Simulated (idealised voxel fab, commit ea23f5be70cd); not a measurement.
Module name: voxel plated lines (process module)
It is cross-section cut that appears here, measuring 240 nm in width, its square cells being 5 nm in size.
Throughout this document, each cross-section is represented as a grid of square cells and is presented as a sequence of bands enumerated from the top downward, where a band comprises one or more rows of cells.
Per band: top height and bottom height in nm, followed by the left-to-right materials and their widths in nm; "edge to edge" marks a single material spanning edge to edge, "empty" marks empty space.
Convention: height 0 is the level below which the wafer, as received, is all one material. The lowest band does not terminate at the bottom but continues downward, represented as "0 down".
Quick explanation for "30..40": the width changes in equal steps down the rows of cells, from the first number in the band's top row to the second number in its bottom row.
Take "remained unchanged" at face value: in the step it is given for, the cross-section changed in none of its cells.
You'll see "Enclosed void entries" listing empty spaces that have no way open to the top, as long as they're 8 cells or more; the notation is width x height at distance, where the distance is from the left edge, and all of it is in nm.
That trailing text on a step's line, after the settings, is the simulator's own remark on the step.
A step line may carry the setting "overlay nm", which, for steps involving a mask, states the distance by which the mask lay to the right of its intended position; negative values denote displacement to the left.

PROCESS STEPS (PLANNED)
1,RECEIVE with material Si
2,CONFORMAL_DEP with material SiO2, thk nm 5
3,DIRECTIONAL_DEP with material TiN, thk nm 5
4,PATTERN with tone open, mask id LINES, material resist, width nm 25, pitch nm 50, thk nm 25, overlay nm 0
5,EPI with material Ru, thk nm 5
6,EPI with material Ru, thk nm 10
7,STRIP with etch materials resist
8,DIRECTIONAL_ETCH with etch materials TiN, depth nm 5
9,CONFORMAL_DEP with material SiCN, thk nm 5

CROSS-SECTION: WAFER ON ARRIVAL = AFTER STEP 1
    0 down: Si edge to edge
    Enclosed void entries: none

CROSS-SECTIONAL VIEW OF THE FIRST OF THE TWO WAFERS UPON COMPLETION OF THE MODULE, PROCESSED IN ACCORDANCE WITH THE PLAN
    30 to 25: empty (50) / SiCN (35) / empty (15) / SiCN (35) / empty (15) / SiCN (35) / empty (55)
    25 to 10: empty (50) / SiCN (5) / Ru (25) / SiCN (5) / empty (15) / SiCN (5) / Ru (25) / SiCN (5) / empty (15) / SiCN (5) / Ru (25) / SiCN (5) / empty (55)
    10 to 5: SiCN (55) / TiN (25) / SiCN (25) / TiN (25) / SiCN (25) / TiN (25) / SiCN (60)
    5 to 0: SiO2 edge to edge
    0 down: Si edge to edge
    Enclosed void entries: none

NOW THE SECOND WAFER, CROSS-SECTIONED AT THE END OF THE MODULE. NOTHING DIFFERENT AT THE START, NOTHING DIFFERENT IN THE PLAN COMPARED WITH THE FIRST, JUST ONE MISTAKE WHEN IT WAS ACTUALLY RUN
    30 to 25: empty (50) / SiCN (35) / empty (15) / SiCN (35) / empty (15) / SiCN (35) / empty (55)
    25 to 20: empty (50) / SiCN (5) / Ru (25) / SiCN (5) / empty (15) / SiCN (5) / Ru (25) / SiCN (5) / empty (15) / SiCN (5) / Ru (25) / SiCN (5) / empty (55)
    20 to 15: SiCN (55) / Ru (25) / SiCN (25) / Ru (25) / SiCN (25) / Ru (25) / SiCN (60)
    15 to 10: Ru edge to edge
    10 to 5: TiN edge to edge
    5 to 0: SiO2 edge to edge
    0 down: Si edge to edge
    Enclosed void entries: none
Short version of what went wrong: the run placed steps 4 and 5 each in the position the plan gave to the other
Upon completion, the second wafer contains, in terms of cells, a greater or smaller amount of certain materials than the first wafer: +33 Ru, -12 SiCN, +33 TiN
